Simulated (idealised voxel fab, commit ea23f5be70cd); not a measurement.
Process module heading - voxel transistor to metal
The width of the displayed cross-section, cut, is 200 nm; its cells are square, with a size of 5 nm.
Cross-section, as written here: a square-cell grid given band by band from the top down, where a band holds one or more rows of cells.
First you get the band's top height and its bottom height, in nm, and then the materials it's made of, left to right, with each width in nm. If you see a single material with "all across", that one covers the band edge to edge. "blank" is empty space.
Height 0 is the level under which the wafer as received is all one material. The lowest band goes on downwards, as in "z 0 and below".
The width entry "30 to 40" should be interpreted row by row: the top row of cells in the band takes the first number, the bottom row takes the second number, and the change between adjacent rows is uniform throughout.
Given "remained the same" for a step, no cell of the cross-section differs between before and after that step.
Empty spaces without an open route to the top, at least 8 cells in extent, make up the entry "Closed empty spaces"; each is given as width x height at distance, where the distance is measured from the left edge, and all are in nm.
It should be noted that, on the line of a given step, the content following the step's settings is a remark produced by the simulator itself with respect to that step.
overlay nm: for a step with a mask, the amount by which the mask lay right of where it was planned; a negative amount means left of it.
[Steps planned for the process]
1 RECEIVE (material Si)
2 OXIDIZE (depth nm 5)
3 CONFORMAL_DEP (material SiN; thk nm 15)
4 MASKED_ETCH (tone cover; mask id ACTIVE; width nm 110; etch materials SiN; depth nm 15; overlay nm 0)
5 MASKED_ETCH (tone cover; mask id ACTIVE; width nm 110; etch materials SiO2; depth nm 5; overlay nm 0)
6 MASKED_ETCH (tone cover; mask id ACTIVE; width nm 110; etch materials Si; depth nm 25; overlay nm 0)
7 FILL_DEP (material SiO2; thk nm 5)
8 CMP (height nm 15)
9 SELECTIVE_ETCH (etch materials SiO2; depth nm 10)
10 STRIP (etch materials SiN)
11 SELECTIVE_ETCH (etch materials SiO2; depth nm 5)
12 OXIDIZE (depth nm 5)
13 DIRECTIONAL_DEP (material polySi; thk nm 20)
14 DIRECTIONAL_DEP (material SiCN; thk nm 15)
15 MASKED_ETCH (tone cover; mask id GATE; width nm 30; etch materials SiCN; depth nm 25; overlay nm 0)
16 MASKED_ETCH (tone cover; mask id GATE; width nm 30; etch materials polySi; depth nm 30; overlay nm 0)
17 CONFORMAL_DEP (material SiN; thk nm 10)
18 DIRECTIONAL_ETCH (etch materials SiN; depth nm 10)
19 DIRECTIONAL_ETCH (etch materials SiO2; depth nm 5)
20 DIRECTIONAL_ETCH (etch materials Si; depth nm 10)
21 EPI (material SiGe; thk nm 10)
22 FILL_DEP (material SiO2; thk nm 10)
23 CMP (height nm 15)
24 STRIP (etch materials polySi)
25 SELECTIVE_ETCH (etch materials SiO2; depth nm 5)
26 CONFORMAL_DEP (material HfO2; thk nm 5)
27 CONFORMAL_DEP (material TiN; thk nm 5)
28 FILL_DEP (material W; thk nm 10)
29 CMP (height nm 10)
30 DIRECTIONAL_DEP (material SiO2; thk nm 15)
31 MASKED_ETCH (tone open; mask id CONTACT; width nm 20; pitch nm 80; etch materials SiO2; depth nm 35; overlay nm 0)
32 CONFORMAL_DEP (material TiN; thk nm 5)
33 FILL_DEP (material W; thk nm 5)
34 CMP (height nm 25)
35 DIRECTIONAL_DEP (material TiN; thk nm 5)
36 DIRECTIONAL_DEP (material W; thk nm 20)
37 DIRECTIONAL_DEP (material aC; thk nm 10)
38 PATTERN (tone cover; mask id METAL_1; material resist; width nm 20; pitch nm 80; thk nm 25; overlay nm 0)
39 DIRECTIONAL_ETCH (etch materials aC; depth nm 10)
40 STRIP (etch materials resist)
41 DIRECTIONAL_ETCH (etch materials W; depth nm 20)
42 DIRECTIONAL_ETCH (etch materials TiN; depth nm 5)
43 STRIP (etch materials aC)
44 CONFORMAL_DEP (material SiN; thk nm 5)
45 FILL_DEP (material SiO2; thk nm 10)
46 CMP (height nm 50)
47 CONFORMAL_DEP (material SiN; thk nm 5)
[Cross-section of the wafer as it came to us, i.e., already through step 1]
	z 0 and below | Si all across
	Closed empty spaces: none
[Cross-section taken at module completion on the first of two wafers; processed per the plan]
	z 55 to 50 | SiN all across
	z 50 to 30 | SiO2 (45)  SiN (5)  W (20)  SiN (5)  SiO2 (50)  SiN (5)  W (20)  SiN (5)  SiO2 (45)
	z 30 to 25 | SiN (50)  TiN (20)  SiN (60)  TiN (20)  SiN (50)
	z 25 to 10 | SiO2 (50)  TiN (5)  W (10)  TiN (5)  SiO2 (60)  TiN (5)  W (10)  TiN (5)  SiO2 (50)
	z 10 to 5 | SiO2 (50)  TiN (5)  W (10)  TiN (5)  SiO2 (5)  SiN (10)  HfO2 (5)  TiN (5)  W (10)  TiN (5)  HfO2 (5)  SiN (10)  SiO2 (5)  TiN (5)  W (10)  TiN (5)  SiO2 (50)
	z 5 to 0 | SiO2 (50)  TiN (20)  SiO2 (5)  SiN (10)  HfO2 (5)  TiN (5)  W (10)  TiN (5)  HfO2 (5)  SiN (10)  SiO2 (5)  TiN (20)  SiO2 (50)
	z 0 to -5 | SiO2 (40)  SiN (10)  SiGe (10)  TiN (5)  SiGe (10)  SiN (10)  HfO2 (5)  TiN (20)  HfO2 (5)  SiN (10)  SiGe (10)  TiN (5)  SiGe (10)  SiN (10)  SiO2 (40)
	z -5 to -10 | SiO2 (50)  SiGe (10)  TiN (5)  SiGe (10)  SiO2 (5)  HfO2 (40)  SiO2 (5)  SiGe (10)  TiN (5)  SiGe (10)  SiO2 (50)
	z -10 to -20 | SiO2 (45)  Si (5)  SiGe (25)  Si (50)  SiGe (25)  Si (5)  SiO2 (45)
	z -20 to -30 | SiO2 (45)  Si (110)  SiO2 (45)
	z -30 and below | Si all across
	Closed empty spaces: none
[Cross-section of the latter of the two wafers at module completion. It had an identical start and an identical plan to the former; in running it, one mistake was made]
	z 55 to 50 | SiN all across
	z 50 to 30 | SiO2 (45)  SiN (5)  W (20)  SiN (5)  SiO2 (50)  SiN (5)  W (20)  SiN (5)  SiO2 (45)
	z 30 to 25 | SiN (50)  TiN (20)  SiN (60)  TiN (20)  SiN (50)
	z 25 to 10 | SiO2 (45)  TiN (5)  W (10)  TiN (5)  SiO2 (60)  TiN (5)  W (10)  TiN (5)  SiO2 (55)
	z 10 to 5 | SiO2 (45)  TiN (5)  W (10)  TiN (5)  SiO2 (10)  SiN (10)  HfO2 (5)  TiN (5)  W (10)  TiN (5)  HfO2 (5)  SiN (10)  TiN (5)  W (10)  TiN (5)  SiO2 (55)
	z 5 to 0 | SiO2 (45)  TiN (20)  SiO2 (10)  SiN (10)  HfO2 (5)  TiN (5)  W (10)  TiN (5)  HfO2 (5)  SiN (10)  TiN (20)  SiO2 (55)
	z 0 to -5 | SiO2 (40)  SiN (10)  SiGe (10)  TiN (5)  SiGe (10)  SiN (10)  HfO2 (5)  TiN (20)  HfO2 (5)  SiN (10)  SiGe (10)  TiN (5)  SiGe (10)  SiN (10)  SiO2 (40)
	z -5 to -10 | SiO2 (50)  SiGe (10)  TiN (5)  SiGe (10)  SiO2 (5)  HfO2 (40)  SiO2 (5)  SiGe (10)  TiN (5)  SiGe (10)  SiO2 (50)
	z -10 to -20 | SiO2 (45)  Si (5)  SiGe (25)  Si (50)  SiGe (25)  Si (5)  SiO2 (45)
	z -20 to -30 | SiO2 (45)  Si (110)  SiO2 (45)
	z -30 and below | Si all across
	Closed empty spaces: none
Short version of what went wrong: step 31 ran with different settings than intended, the actual operation and settings being MASKED_ETCH (tone open; mask id CONTACT; width nm 20; pitch nm 80; etch materials SiO2; depth nm 35; overlay nm -5)
When the process is done, the second wafer contains the same cell count of every material as the first wafer, but distributed over other locations.
